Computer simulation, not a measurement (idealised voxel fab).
process module | voxel spacer lines
cross-section cut | 280 nm wide | cells 5 nm
A cross-section is a grid of square cells, given in bands from the top down. A band is one or more rows of cells.
Each band's line starts with the height of the band's top and of its bottom, in nm. Then come its materials from left to right, each with its width in nm. One material with "throughout" fills the band from edge to edge. "air" is empty space.
Height 0 is the level under which the wafer as received is all one material. The lowest band goes on downwards, as in "0 down".
A width such as "30 to 40" changes by the same amount from each row of cells to the next, from the band's top row to its bottom row.
"no change" after a step means that no cell of the cross-section changed.
closed voids: empty space of 8 cells or more with no open way to the top, each as width x height at its distance from the left edge, in nm
after a step's settings: what the simulator itself notes on the step
overlay nm, on a step with a mask: how far to the right of its planned place the mask lay; to the left if negative
plan
1 op RECEIVE | material Si
2 op CONFORMAL_DEP | material Al2O3 | thk nm 10
3 op DIRECTIONAL_DEP | material W | thk nm 10
4 op DIRECTIONAL_DEP | material polySi | thk nm 20
5 op PATTERN | tone cover | mask id MANDREL | material resist | width nm 15 | pitch nm 50 | thk nm 25 | overlay nm 0
6 op DIRECTIONAL_ETCH | etch materials polySi | depth nm 20
7 op STRIP | etch materials resist
8 op CONFORMAL_DEP | material SiO2 | thk nm 10
9 op DIRECTIONAL_ETCH | etch materials SiO2 | depth nm 10
10 op STRIP | etch materials polySi
11 op DIRECTIONAL_ETCH | etch materials W | depth nm 10
12 op STRIP | etch materials SiO2
13 op FILL_DEP | material lowk | thk nm 5
14 op CMP | height nm 10
varied across the wafers: height nm of step 14. The plan shows the first wafer's value. All wafers start alike
first wafer as received, after step 1
  0 down: Si throughout
  closed voids: none
first wafer at the end, after step 14
  10 to 0: Al2O3 throughout
  0 down: Si throughout
  closed voids: none
last wafer at the end
  25 to 20: lowk throughout
  20 to 10: lowk 95 | W 10 | lowk 15 | W 10 | lowk 15 | W 10 | lowk 15 | W 10 | lowk 100
  10 to 0: Al2O3 throughout
  0 down: Si throughout
  closed voids: none
each wafer at the end: cells of each material gained (+) or lost (-) since it was received, then its closed voids
height nm 10 | +112 Al2O3 | closed voids: none
height nm 15 | +112 Al2O3 | +8 W | +48 lowk | closed voids: none
height nm 20 | +112 Al2O3 | +16 W | +96 lowk | closed voids: none
height nm 25 | +112 Al2O3 | +16 W | +152 lowk | closed voids: none
